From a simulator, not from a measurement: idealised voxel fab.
A process module follows: voxel capacitor over wiring.
Each square cell in cross-section cut measures 5 nm, and the section as a whole is 155 nm wide.
Cross-section = grid of square cells, listed top down in bands; band = one or more rows. The band entry comprises the height of the band's top followed by the height of its bottom, expressed in nm, and subsequently the band's materials from left to right, each stated together with its width in nm. Where a single material is marked with the word "throughout", that material fills the band from edge to edge. The word "empty" represents empty space. Below 0: as-received wafer, all one material; heights counted from there. Lowest band: no bottom, goes on down, written "0 and below". The notation "30->40" denotes a width that varies across the rows of cells in the band, beginning at the first number in the top row, finishing at the second number in the bottom row, and changing by an identical amount from each row to the next. Key: "no alterations made" - step with no changed cell in the cross-section. The list in "Closed voids list" covers empty spaces of 8 cells or more that cannot reach the top through any open way, and it gives each as width x height at distance; the distance is from the left edge, and width, height and distance are in nm. Heads up: the bit after the settings on a step's line is the simulator's remark on that step. What "overlay nm" on a step's line means: if the step has a mask, that mask lay this far to the right of its planned place, or, when the value is negative, to the left.
THESE ARE THE STEPS WE PLANNED FOR THE PROCESS
step 1: RECEIVE, material Si
step 2: CONFORMAL_DEP, material SiO2, thk nm 15
step 3: DIRECTIONAL_DEP, material TiN, thk nm 5
step 4: DIRECTIONAL_DEP, material W, thk nm 15
step 5: PATTERN, tone cover, mask id METAL_1, material resist, width nm 25, pitch nm 95, thk nm 20, overlay nm 0
step 6: DIRECTIONAL_ETCH, etch materials W, depth nm 15
step 7: DIRECTIONAL_ETCH, etch materials TiN, depth nm 5
step 8: STRIP, etch materials resist
step 9: FILL_DEP, material lowk, thk nm 5
step 10: CMP, height nm 35
step 11: CONFORMAL_DEP, material SiCN, thk nm 5
step 12: DIRECTIONAL_DEP, material SiO2, thk nm 20
step 13: MASKED_ETCH, tone open, mask id PLUG_1, width nm 15, etch materials SiO2, depth nm 20, overlay nm 0
step 14: MASKED_ETCH, tone open, mask id PLUG_1, width nm 15, etch materials SiCN, depth nm 5, overlay nm 0
step 15: CONFORMAL_DEP, material TiN, thk nm 5
step 16: FILL_DEP, material Cu, thk nm 5
step 17: CMP, height nm 60
step 18: DIRECTIONAL_DEP, material TiN, thk nm 10
step 19: DIRECTIONAL_DEP, material SiN, thk nm 5
step 20: DIRECTIONAL_DEP, material TiN, thk nm 10
step 21: MASKED_ETCH, tone cover, mask id UPPER_PLATE, width nm 75, etch materials TiN, depth nm 10, overlay nm 0
step 22: MASKED_ETCH, tone cover, mask id UPPER_PLATE, width nm 75, etch materials SiN, depth nm 5, overlay nm 0
step 23: MASKED_ETCH, tone cover, mask id LOWER_PLATE, width nm 85, etch materials TiN, depth nm 10, overlay nm 0
step 24: FILL_DEP, material SiO2, thk nm 15
step 25: CMP, height nm 95
step 26: PATTERN, tone open, mask id PLUG_2, material resist, width nm 15, thk nm 20, overlay nm 0
step 27: DIRECTIONAL_ETCH, etch materials SiO2, depth nm 10
step 28: STRIP, etch materials resist
step 29: CONFORMAL_DEP, material TiN, thk nm 5
step 30: FILL_DEP, material Ru, thk nm 5
step 31: CMP, height nm 95
step 32: CONFORMAL_DEP, material SiCN, thk nm 5
THE FOLLOWING PERTAINS TO THE FIRST OF TWO WAFERS, WHICH WAS PROCESSED AS PLANNED
SO THIS IS THE INCOMING WAFER IN CROSS-SECTION - IT'S ALREADY BEEN THROUGH STEP 1
* 0 and below = Si throughout
* Closed voids list: none
CROSS-SECTION: WAFER STATE AFTER STEP 2
* 15 down to 0 = SiO2 throughout
* Anything lower than 0 is untouched.
CROSS-SECTION: WAFER STATE AFTER STEP 3
* 20 down to 15 = TiN throughout
* Anything lower than 15 is untouched.
CROSS-SECTION: WAFER STATE AFTER STEP 4
* 35 down to 20 = W throughout
* Anything lower than 20 is untouched.
CROSS-SECTION: WAFER STATE AFTER STEP 5
* 55 down to 35 = 15 of empty / 25 of resist / 70 of empty / 25 of resist / 20 of empty
* Anything lower than 35 is untouched.
CROSS-SECTION: WAFER STATE AFTER STEP 6
* 55 down to 35 = 15 of empty / 25 of resist / 70 of empty / 25 of resist / 20 of empty
* 35 down to 20 = 15 of empty / 25 of W / 70 of empty / 25 of W / 20 of empty
* Anything lower than 20 is untouched.
CROSS-SECTION: WAFER STATE AFTER STEP 7
* 55 down to 35 = 15 of empty / 25 of resist / 70 of empty / 25 of resist / 20 of empty
* 35 down to 20 = 15 of empty / 25 of W / 70 of empty / 25 of W / 20 of empty
* 20 down to 15 = 15 of empty / 25 of TiN / 70 of empty / 25 of TiN / 20 of empty
* Anything lower than 15 is untouched.
CROSS-SECTION: WAFER STATE AFTER STEP 8
* 35 down to 20 = 15 of empty / 25 of W / 70 of empty / 25 of W / 20 of empty
* Anything lower than 20 is untouched.
CROSS-SECTION: WAFER STATE AFTER STEP 9
* 40 down to 35 = lowk throughout
* 35 down to 20 = 15 of lowk / 25 of W / 70 of lowk / 25 of W / 20 of lowk
* 20 down to 15 = 15 of lowk / 25 of TiN / 70 of lowk / 25 of TiN / 20 of lowk
* Anything lower than 15 is untouched.
CROSS-SECTION: WAFER STATE AFTER STEP 10
* 35 down to 20 = 15 of lowk / 25 of W / 70 of lowk / 25 of W / 20 of lowk
* Anything lower than 20 is untouched.
CROSS-SECTION: WAFER STATE AFTER STEP 11
* 40 down to 35 = SiCN throughout
* Anything lower than 35 is untouched.
CROSS-SECTION: WAFER STATE AFTER STEP 12
* 60 down to 40 = SiO2 throughout
* Anything lower than 40 is untouched.
CROSS-SECTION: WAFER STATE AFTER STEP 13
* 60 down to 40 = 25 of SiO2 / 15 of empty / 115 of SiO2
* Anything lower than 40 is untouched.
CROSS-SECTION: WAFER STATE AFTER STEP 14
* 60 down to 40 = 25 of SiO2 / 15 of empty / 115 of SiO2
* 40 down to 35 = 25 of SiCN / 15 of empty / 115 of SiCN
* Anything lower than 35 is untouched.
CROSS-SECTION: WAFER STATE AFTER STEP 15
* 65 down to 60 = 30 of TiN / 5 of empty / 120 of TiN
* 60 down to 40 = 25 of SiO2 / 5 of TiN / 5 of empty / 5 of TiN / 115 of SiO2
* 40 down to 35 = 25 of SiCN / 15 of TiN / 115 of SiCN
* Anything lower than 35 is untouched.
CROSS-SECTION: WAFER STATE AFTER STEP 16
* 70 down to 65 = Cu throughout
* 65 down to 60 = 30 of TiN / 5 of Cu / 120 of TiN
* 60 down to 40 = 25 of SiO2 / 5 of TiN / 5 of Cu / 5 of TiN / 115 of SiO2
* Anything lower than 40 is untouched.
CROSS-SECTION: WAFER STATE AFTER STEP 17
* 60 down to 40 = 25 of SiO2 / 5 of TiN / 5 of Cu / 5 of TiN / 115 of SiO2
* Anything lower than 40 is untouched.
CROSS-SECTION: WAFER STATE AFTER STEP 18
* 70 down to 60 = TiN throughout
* Anything lower than 60 is untouched.
CROSS-SECTION: WAFER STATE AFTER STEP 19
* 75 down to 70 = SiN throughout
* Anything lower than 70 is untouched.
CROSS-SECTION: WAFER STATE AFTER STEP 20
* 85 down to 75 = TiN throughout
* Anything lower than 75 is untouched.
CROSS-SECTION: WAFER STATE AFTER STEP 21
* 85 down to 75 = 25 of empty / 75 of TiN / 55 of empty
* Anything lower than 75 is untouched.
CROSS-SECTION: WAFER STATE AFTER STEP 22
* 85 down to 75 = 25 of empty / 75 of TiN / 55 of empty
* 75 down to 70 = 25 of empty / 75 of SiN / 55 of empty
* Anything lower than 70 is untouched.
CROSS-SECTION: WAFER STATE AFTER STEP 23
* 85 down to 75 = 25 of empty / 75 of TiN / 55 of empty
* 75 down to 70 = 25 of empty / 75 of SiN / 55 of empty
* 70 down to 60 = 20 of empty / 85 of TiN / 50 of empty
* Anything lower than 60 is untouched.
CROSS-SECTION: WAFER STATE AFTER STEP 24
* 100 down to 85 = SiO2 throughout
* 85 down to 75 = 25 of SiO2 / 75 of TiN / 55 of SiO2
* 75 down to 70 = 25 of SiO2 / 75 of SiN / 55 of SiO2
* 70 down to 60 = 20 of SiO2 / 85 of TiN / 50 of SiO2
* Anything lower than 60 is untouched.
CROSS-SECTION: WAFER STATE AFTER STEP 25
* 95 down to 85 = SiO2 throughout
* Anything lower than 85 is untouched.
CROSS-SECTION: WAFER STATE AFTER STEP 26
* 115 down to 95 = 35 of resist / 15 of empty / 105 of resist
* Anything lower than 95 is untouched.
CROSS-SECTION: WAFER STATE AFTER STEP 27
* 115 down to 95 = 35 of resist / 15 of empty / 105 of resist
* 95 down to 85 = 35 of SiO2 / 15 of empty / 105 of SiO2
* Anything lower than 85 is untouched.
CROSS-SECTION: WAFER STATE AFTER STEP 28
* 95 down to 85 = 35 of SiO2 / 15 of empty / 105 of SiO2
* Anything lower than 85 is untouched.
CROSS-SECTION: WAFER STATE AFTER STEP 29
* 100 down to 95 = 40 of TiN / 5 of empty / 110 of TiN
* 95 down to 90 = 35 of SiO2 / 5 of TiN / 5 of empty / 5 of TiN / 105 of SiO2
* 90 down to 85 = 35 of SiO2 / 15 of TiN / 105 of SiO2
* Anything lower than 85 is untouched.
CROSS-SECTION: WAFER STATE AFTER STEP 30
* 105 down to 100 = Ru throughout
* 100 down to 95 = 40 of TiN / 5 of Ru / 110 of TiN
* 95 down to 90 = 35 of SiO2 / 5 of TiN / 5 of Ru / 5 of TiN / 105 of SiO2
* Anything lower than 90 is untouched.
CROSS-SECTION: WAFER STATE AFTER STEP 31
* 95 down to 90 = 35 of SiO2 / 5 of TiN / 5 of Ru / 5 of TiN / 105 of SiO2
* Anything lower than 90 is untouched.
CROSS-SECTION: WAFER STATE AFTER STEP 32
* 100 down to 95 = SiCN throughout
* Anything lower than 95 is untouched.
NOW THE OTHER WAFER: SAME START, SAME RECIPE, BUT WE MESSED UP ONE THING WHEN RUNNING IT. UP TO AND INCLUDING STEP 15 IT'S THE SAME AS THE FIRST ONE
CROSS-SECTIONAL REPRESENTATION OF THE SECOND WAFER AT THE TIME DESIGNATED IN THE PLAN FOR THE COMPLETION OF STEP 16
* 70 down to 65 = Ru throughout
* 65 down to 60 = 30 of TiN / 5 of Ru / 120 of TiN
* 60 down to 40 = 25 of SiO2 / 5 of TiN / 5 of Ru / 5 of TiN / 115 of SiO2
* Anything lower than 40 is untouched.
CROSS-SECTIONAL REPRESENTATION OF THE SECOND WAFER AT THE TIME DESIGNATED IN THE PLAN FOR THE COMPLETION OF STEP 17
* 60 down to 40 = 25 of SiO2 / 5 of TiN / 5 of Ru / 5 of TiN / 115 of SiO2
* Anything lower than 40 is untouched.
CROSS-SECTIONAL REPRESENTATION OF THE SECOND WAFER AT THE TIME DESIGNATED IN THE PLAN FOR THE COMPLETION OF STEP 18
* 70 down to 60 = TiN throughout
* Anything lower than 60 is untouched.
CROSS-SECTIONAL REPRESENTATION OF THE SECOND WAFER AT THE TIME DESIGNATED IN THE PLAN FOR THE COMPLETION OF STEP 19
* 75 down to 70 = SiN throughout
* Anything lower than 70 is untouched.
CROSS-SECTIONAL REPRESENTATION OF THE SECOND WAFER AT THE TIME DESIGNATED IN THE PLAN FOR THE COMPLETION OF STEP 20
* 85 down to 75 = TiN throughout
* Anything lower than 75 is untouched.
CROSS-SECTIONAL REPRESENTATION OF THE SECOND WAFER AT THE TIME DESIGNATED IN THE PLAN FOR THE COMPLETION OF STEP 21
* 85 down to 75 = 25 of empty / 75 of TiN / 55 of empty
* Anything lower than 75 is untouched.
CROSS-SECTIONAL REPRESENTATION OF THE SECOND WAFER AT THE TIME DESIGNATED IN THE PLAN FOR THE COMPLETION OF STEP 22
* 85 down to 75 = 25 of empty / 75 of TiN / 55 of empty
* 75 down to 70 = 25 of empty / 75 of SiN / 55 of empty
* Anything lower than 70 is untouched.
CROSS-SECTIONAL REPRESENTATION OF THE SECOND WAFER AT THE TIME DESIGNATED IN THE PLAN FOR THE COMPLETION OF STEP 23
* 85 down to 75 = 25 of empty / 75 of TiN / 55 of empty
* 75 down to 70 = 25 of empty / 75 of SiN / 55 of empty
* 70 down to 60 = 20 of empty / 85 of TiN / 50 of empty
* Anything lower than 60 is untouched.
CROSS-SECTIONAL REPRESENTATION OF THE SECOND WAFER AT THE TIME DESIGNATED IN THE PLAN FOR THE COMPLETION OF STEP 24
* 100 down to 85 = SiO2 throughout
* 85 down to 75 = 25 of SiO2 / 75 of TiN / 55 of SiO2
* 75 down to 70 = 25 of SiO2 / 75 of SiN / 55 of SiO2
* 70 down to 60 = 20 of SiO2 / 85 of TiN / 50 of SiO2
* Anything lower than 60 is untouched.
CROSS-SECTIONAL REPRESENTATION OF THE SECOND WAFER AT THE TIME DESIGNATED IN THE PLAN FOR THE COMPLETION OF STEP 25
* 95 down to 85 = SiO2 throughout
* Anything lower than 85 is untouched.
CROSS-SECTIONAL REPRESENTATION OF THE SECOND WAFER AT THE TIME DESIGNATED IN THE PLAN FOR THE COMPLETION OF STEP 26
* 115 down to 95 = 35 of resist / 15 of empty / 105 of resist
* Anything lower than 95 is untouched.
CROSS-SECTIONAL REPRESENTATION OF THE SECOND WAFER AT THE TIME DESIGNATED IN THE PLAN FOR THE COMPLETION OF STEP 27
* 115 down to 95 = 35 of resist / 15 of empty / 105 of resist
* 95 down to 85 = 35 of SiO2 / 15 of empty / 105 of SiO2
* Anything lower than 85 is untouched.
CROSS-SECTIONAL REPRESENTATION OF THE SECOND WAFER AT THE TIME DESIGNATED IN THE PLAN FOR THE COMPLETION OF STEP 28
* 95 down to 85 = 35 of SiO2 / 15 of empty / 105 of SiO2
* Anything lower than 85 is untouched.
CROSS-SECTIONAL REPRESENTATION OF THE SECOND WAFER AT THE TIME DESIGNATED IN THE PLAN FOR THE COMPLETION OF STEP 29
* 100 down to 95 = 40 of TiN / 5 of empty / 110 of TiN
* 95 down to 90 = 35 of SiO2 / 5 of TiN / 5 of empty / 5 of TiN / 105 of SiO2
* 90 down to 85 = 35 of SiO2 / 15 of TiN / 105 of SiO2
* Anything lower than 85 is untouched.
CROSS-SECTIONAL REPRESENTATION OF THE SECOND WAFER AT THE TIME DESIGNATED IN THE PLAN FOR THE COMPLETION OF STEP 30
* 105 down to 100 = Ru throughout
* 100 down to 95 = 40 of TiN / 5 of Ru / 110 of TiN
* 95 down to 90 = 35 of SiO2 / 5 of TiN / 5 of Ru / 5 of TiN / 105 of SiO2
* Anything lower than 90 is untouched.
CROSS-SECTIONAL REPRESENTATION OF THE SECOND WAFER AT THE TIME DESIGNATED IN THE PLAN FOR THE COMPLETION OF STEP 31
* 95 down to 90 = 35 of SiO2 / 5 of TiN / 5 of Ru / 5 of TiN / 105 of SiO2
* Anything lower than 90 is untouched.
CROSS-SECTIONAL REPRESENTATION OF THE SECOND WAFER AT THE TIME DESIGNATED IN THE PLAN FOR THE COMPLETION OF STEP 32
* 100 down to 95 = SiCN throughout
* Anything lower than 95 is untouched.
What was done differently from what was planned? step 16 changed vs plan, executed as FILL_DEP, material Ru, thk nm 5
Final tally in cells, some materials are higher or lower on the second wafer than on the first: -4 Cu | +4 Ru
